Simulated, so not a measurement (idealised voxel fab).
Module name: voxel capacitor over wiring (process module)
Cross-section cut spans 240 nm and uses square cells 5 nm in size.
We lay out every cross-section as a grid of square cells and spell it out in bands from the top down, where one band means one or more rows of cells. It is stipulated that each band's entry specify, in nanometres, the height of the top of the band and then that of its bottom, followed by the materials of the band in left-to-right sequence, each together with its width in nanometres. A single material marked by the word "everywhere" is understood to fill the band from edge to edge; the word "blank" is understood to denote empty space. Height is counted from the level 0, under which the received wafer is composed throughout of one material. The lowest of the bands is not closed at the bottom but continues downward, in the notation "0 and below". Per-row width for "30->40": begins at first number (top row of band), ends at second number (bottom row), increment between rows held constant. The designation "all unchanged", where it is given for a processing step, indicates that no cell of the cross-section was altered in the course of that step. In "Enclosed void listing" the enclosed voids are listed, meaning empty spaces of 8 cells or larger without any opening to the top. The form is width x height at distance, distance from the left edge, units nm. Whatever follows a step's settings on its line is a remark the simulator itself makes about that step. overlay nm: how far to the right of its planned place the mask lay on this masked step (negative: to the left).

Intended process steps:
1 RECEIVE,material Si
2 CONFORMAL_DEP,material SiO2,thk nm 10
3 CONFORMAL_DEP,material SiCN,thk nm 5
4 DIRECTIONAL_DEP,material SiO2,thk nm 20
5 DIRECTIONAL_DEP,material aC,thk nm 15
6 PATTERN,tone open,mask id METAL_1,material resist,width nm 30,pitch nm 90,thk nm 30,overlay nm 0
7 DIRECTIONAL_ETCH,etch materials aC,depth nm 15
8 STRIP,etch materials resist
9 DIRECTIONAL_ETCH,etch materials SiO2,depth nm 20
10 DIRECTIONAL_ETCH,etch materials SiCN,depth nm 5
11 STRIP,etch materials aC
12 CONFORMAL_DEP,material TiN,thk nm 5
13 FILL_DEP,material Cu,thk nm 10
14 CMP,height nm 35
15 CONFORMAL_DEP,material SiCN,thk nm 5
16 DIRECTIONAL_DEP,material lowk,thk nm 20
17 DIRECTIONAL_DEP,material aC,thk nm 10
18 PATTERN,tone open,mask id PLUG_1,material resist,width nm 15,thk nm 30,overlay nm 0
19 DIRECTIONAL_ETCH,etch materials aC,depth nm 10
20 STRIP,etch materials resist
21 DIRECTIONAL_ETCH,etch materials lowk,depth nm 20
22 DIRECTIONAL_ETCH,etch materials SiCN,depth nm 5
23 STRIP,etch materials aC
24 EPI,material Ru,thk nm 10
25 EPI,material Ru,thk nm 10
26 EPI,material Ru,thk nm 5
27 DIRECTIONAL_DEP,material TiN,thk nm 10
28 DIRECTIONAL_DEP,material HfO2,thk nm 5
29 DIRECTIONAL_DEP,material TiN,thk nm 10
30 PATTERN,tone cover,mask id UPPER_PLATE,material resist,width nm 65,thk nm 20,overlay nm 0
31 DIRECTIONAL_ETCH,etch materials TiN,depth nm 10
32 DIRECTIONAL_ETCH,etch materials HfO2,depth nm 5
33 STRIP,etch materials resist
34 DIRECTIONAL_DEP,material aC,thk nm 10
35 PATTERN,tone cover,mask id LOWER_PLATE,material resist,width nm 75,thk nm 25,overlay nm 0
36 DIRECTIONAL_ETCH,etch materials aC,depth nm 10
37 STRIP,etch materials resist
38 DIRECTIONAL_ETCH,etch materials TiN,depth nm 10
39 STRIP,etch materials aC
40 FILL_DEP,material SiO2,thk nm 20
41 CMP,height nm 100
42 DIRECTIONAL_DEP,material aC,thk nm 10
43 PATTERN,tone open,mask id PLUG_2,material resist,width nm 15,thk nm 25,overlay nm 0
44 DIRECTIONAL_ETCH,etch materials aC,depth nm 10
45 STRIP,etch materials resist
46 DIRECTIONAL_ETCH,etch materials SiO2,depth nm 15
47 STRIP,etch materials aC
48 CONFORMAL_DEP,material TiN,thk nm 5
49 FILL_DEP,material Cu,thk nm 5
50 CMP,height nm 100
51 CONFORMAL_DEP,material SiCN,thk nm 5

As received, after step 1:
> 0 and below | Si everywhere
> Enclosed void listing: none

Starting structure and process plan are as shown above, but one mistake was made in running the module; the wafer cross-section at the end of the module follows:
> 105 down to 100 | SiCN everywhere
> 100 down to 90 | 85 nm SiO2; 5 nm TiN; 5 nm Cu; 5 nm TiN; 140 nm SiO2
> 90 down to 85 | 85 nm SiO2; 15 nm TiN; 140 nm SiO2
> 85 down to 75 | 75 nm SiO2; 65 nm TiN; 100 nm SiO2
> 75 down to 70 | 75 nm SiO2; 65 nm HfO2; 100 nm SiO2
> 70 down to 60 | 70 nm SiO2; 75 nm TiN; 95 nm SiO2
> 60 down to 40 | 80 nm lowk; 15 nm Ru; 145 nm lowk
> 40 down to 35 | 80 nm SiCN; 15 nm Ru; 145 nm SiCN
> 35 down to 15 | 60 nm SiO2; 5 nm TiN; 20 nm Cu; 5 nm TiN; 60 nm SiO2; 5 nm TiN; 20 nm Cu; 5 nm TiN; 60 nm SiO2
> 15 down to 10 | 60 nm SiCN; 30 nm TiN; 60 nm SiCN; 30 nm TiN; 60 nm SiCN
> 10 down to 0 | SiO2 everywhere
> 0 and below | Si everywhere
> Enclosed void listing: none
Against the plan, the run slipped here: it should be noted that step 18 was executed with settings other than those planned, the operation and settings actually applied being PATTERN,tone open,mask id PLUG_1,material resist,width nm 15,thk nm 30,overlay nm 5
